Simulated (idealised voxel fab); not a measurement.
Module name: voxel tone inversion (process module)
Section shown: cut. Width: 200 nm. Cell size: 5 nm, square.
A cross-section is a grid of square cells, given in bands from the top down. A band is one or more rows of cells.
In this notation a band is specified by the heights of its top and bottom, in that order and in nm, after which its materials appear from left to right, each paired with its width in nm. The word "full width" attached to a single material means that material fills the band from edge to edge; the word "empty" stands for empty space.
Heads up on the height convention: 0 is the point under which the incoming wafer is all one material, and the lowest band has no bottom, it just keeps going down, like "0 nm and below".
Width: "30->40" (first number = top row, second number = bottom row, same change from row to row of cells).
It should be understood that the words "left unchanged", when stated for a given step, signify that the cross-section underwent no change in any of its cells during that step.
If an empty space has no open way to the top and is at least 8 cells in size, "Enclosed void listing" lists it, written width x height at distance, where distance is measured from the left edge and every value is in nm.
Heads up: the bit after the settings on a step's line is the simulator's remark on that step.
overlay nm, on a step with a mask: how far to the right of its planned place the mask lay; to the left if negative
**List of planned process steps**
1: op RECEIVE | material Si
2: op CONFORMAL_DEP | material SiN | thk nm 10
3: op DIRECTIONAL_DEP | material aC | thk nm 15
4: op PATTERN | tone cover | mask id POSTS | material resist | width nm 15 | pitch nm 35 | thk nm 20 | overlay nm 0
5: op DIRECTIONAL_ETCH | etch materials aC | depth nm 15
6: op STRIP | etch materials resist
7: op FILL_DEP | material SiO2 | thk nm 10
8: op CMP | height nm 25
9: op STRIP | etch materials aC
**The first wafer of two, processed as planned**
**Cross-section of the incoming wafer, state after step 1**
	0 nm and below = Si full width
	Enclosed void listing: none
**Step 2 complete: cross-section through the wafer**
	10 nm to 0 nm = SiN full width
	Below 0 it's all the same as before, nothing changed down there.
**Step 3 complete: cross-section through the wafer**
	25 nm to 10 nm = aC full width
	Below 10 it's all the same as before, nothing changed down there.
**Step 4 complete: cross-section through the wafer**
	45 nm to 25 nm = 55 of empty  15 of resist  20 of empty  15 of resist  20 of empty  15 of resist  60 of empty
	Below 25 it's all the same as before, nothing changed down there.
**Step 5 complete: cross-section through the wafer**
	30 nm to 25 nm = 55 of empty  15 of resist  20 of empty  15 of resist  20 of empty  15 of resist  60 of empty
	25 nm to 10 nm = 55 of empty  15 of aC  20 of empty  15 of aC  20 of empty  15 of aC  60 of empty
	Below 10 it's all the same as before, nothing changed down there.
**Step 6 complete: cross-section through the wafer**
	25 nm to 10 nm = 55 of empty  15 of aC  20 of empty  15 of aC  20 of empty  15 of aC  60 of empty
	Below 10 it's all the same as before, nothing changed down there.
**Step 7 complete: cross-section through the wafer**
	35 nm to 25 nm = SiO2 full width
	25 nm to 10 nm = 55 of SiO2  15 of aC  20 of SiO2  15 of aC  20 of SiO2  15 of aC  60 of SiO2
	Below 10 it's all the same as before, nothing changed down there.
**Step 8 complete: cross-section through the wafer**
	25 nm to 10 nm = 55 of SiO2  15 of aC  20 of SiO2  15 of aC  20 of SiO2  15 of aC  60 of SiO2
	Below 10 it's all the same as before, nothing changed down there.
**Step 9 complete: cross-section through the wafer**
	25 nm to 10 nm = 55 of SiO2  15 of empty  20 of SiO2  15 of empty  20 of SiO2  15 of empty  60 of SiO2
	Below 10 it's all the same as before, nothing changed down there.
**Wafer two of two - same starting point, same process plan, one mistake in execution; matches wafer one up to and including step 1**
Look at the second wafer in cross-section at the time step 2 ought to have finished: left unchanged
**Look at the second wafer in cross-section at the time step 3 ought to have finished**
	15 nm to 0 nm = aC full width
	Below 0 it's all the same as before, nothing changed down there.
**Look at the second wafer in cross-section at the time step 4 ought to have finished**
	35 nm to 15 nm = 55 of empty  15 of resist  20 of empty  15 of resist  20 of empty  15 of resist  60 of empty
	Below 15 it's all the same as before, nothing changed down there.
**Look at the second wafer in cross-section at the time step 5 ought to have finished**
	20 nm to 15 nm = 55 of empty  15 of resist  20 of empty  15 of resist  20 of empty  15 of resist  60 of empty
	15 nm to 0 nm = 55 of empty  15 of aC  20 of empty  15 of aC  20 of empty  15 of aC  60 of empty
	Below 0 it's all the same as before, nothing changed down there.
**Look at the second wafer in cross-section at the time step 6 ought to have finished**
	15 nm to 0 nm = 55 of empty  15 of aC  20 of empty  15 of aC  20 of empty  15 of aC  60 of empty
	Below 0 it's all the same as before, nothing changed down there.
**Look at the second wafer in cross-section at the time step 7 ought to have finished**
	25 nm to 15 nm = SiO2 full width
	15 nm to 0 nm = 55 of SiO2  15 of aC  20 of SiO2  15 of aC  20 of SiO2  15 of aC  60 of SiO2
	Below 0 it's all the same as before, nothing changed down there.
Look at the second wafer in cross-section at the time step 8 ought to have finished: left unchanged
Look at the second wafer in cross-section at the time step 9 ought to have finished: left unchanged
Run error: plan step 2 was not performed, having been skipped
FYI, end of process, the second wafer has more or fewer cells of some materials than the first: 80 fewer of SiN; 80 more of SiO2; 27 more of aC
